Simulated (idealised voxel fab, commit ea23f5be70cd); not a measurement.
Presented below is a process module, voxel self aligned vias.
For reference, the cross-section in this document is cut, with width 220 nm and square cells of 5 nm.
Notation: cross-section as square-cell grid; stated in bands, top first, going down; one or more cell rows per band. For a band, the entry starts with two heights in nm, that of the top and then that of the bottom, and carries on with the band's materials in order from left to right, each alongside its width in nm; the word "throughout" beside a single material means it fills the band edge to edge, and "air" means empty space. Where do heights start? At 0: under that level the wafer as delivered is made of one material only. And the lowest band has no floor; it just carries on downward, as in "0 -> down". Note: "30..40" means the width goes from the first number (top row of the band) to the second number (bottom row) in equal steps per row of cells. A step reported as "remained unchanged" is a step in which no cell of the cross-section changed. "Fully sealed cavities" contains a list of empty spaces, each no smaller than 8 cells and without an open way to the top, written in the form width x height at distance with the distance from the left edge and all three in nm. Text after the settings on a step's line: the simulator's own remark on that step. Regarding "overlay nm": on a step with a mask, it is the distance the mask lay to the right of its planned place; a negative value places it to the left.
## Steps planned for the process
1 RECEIVE [material Si]
2 CONFORMAL_DEP [material SiO2] [thk nm 15]
3 CONFORMAL_DEP [material SiCN] [thk nm 5]
4 DIRECTIONAL_DEP [material SiO2] [thk nm 30]
5 PATTERN [tone open] [mask id LINES] [material resist] [width nm 20] [pitch nm 50] [thk nm 15] [overlay nm 0]
6 DIRECTIONAL_ETCH [etch materials SiO2] [depth nm 30]
7 STRIP [etch materials resist]
8 CONFORMAL_DEP [material TiN] [thk nm 5]
9 FILL_DEP [material Ru] [thk nm 5]
10 CMP [height nm 50]
11 SELECTIVE_ETCH [etch materials W Ru TiN] [depth nm 10]
12 FILL_DEP [material SiN] [thk nm 10]
13 CMP [height nm 50]
14 DIRECTIONAL_DEP [material SiO2] [thk nm 20]
15 DIRECTIONAL_DEP [material aC] [thk nm 10]
16 PATTERN [tone open] [mask id VIAS] [material resist] [width nm 20] [thk nm 30] [overlay nm 0]
17 DIRECTIONAL_ETCH [etch materials aC] [depth nm 10]
18 STRIP [etch materials resist]
19 DIRECTIONAL_ETCH [etch materials SiO2] [depth nm 20]
20 DIRECTIONAL_ETCH [etch materials SiN] [depth nm 10]
21 STRIP [etch materials aC]
22 CONFORMAL_DEP [material TiN] [thk nm 5]
23 FILL_DEP [material Ru] [thk nm 5]
24 CMP [height nm 70]
25 CONFORMAL_DEP [material SiCN] [thk nm 5]
Variable across wafers: step 16 width nm (plan value is that of the first wafer; starting state common to all).
## Cut through the first of several wafers as received, post step 1
    0 -> down  Si throughout
    Fully sealed cavities: none
## wafer rows; end of module; cells per material since receipt: (+) gained, (-) lost; then closed voids
width nm 20; +22 Ru; +88 SiCN; +8 SiN; +508 SiO2; +34 TiN; Fully sealed cavities: none
width nm 25; +25 Ru; +88 SiCN; +8 SiN; +504 SiO2; +35 TiN; Fully sealed cavities: none
width nm 30; +28 Ru; +88 SiCN; +8 SiN; +500 SiO2; +36 TiN; Fully sealed cavities: none
width nm 35; +31 Ru; +88 SiCN; +8 SiN; +496 SiO2; +37 TiN; Fully sealed cavities: none
width nm 40; +34 Ru; +88 SiCN; +8 SiN; +492 SiO2; +38 TiN; Fully sealed cavities: none
width nm 45; +37 Ru; +88 SiCN; +8 SiN; +488 SiO2; +39 TiN; Fully sealed cavities: none
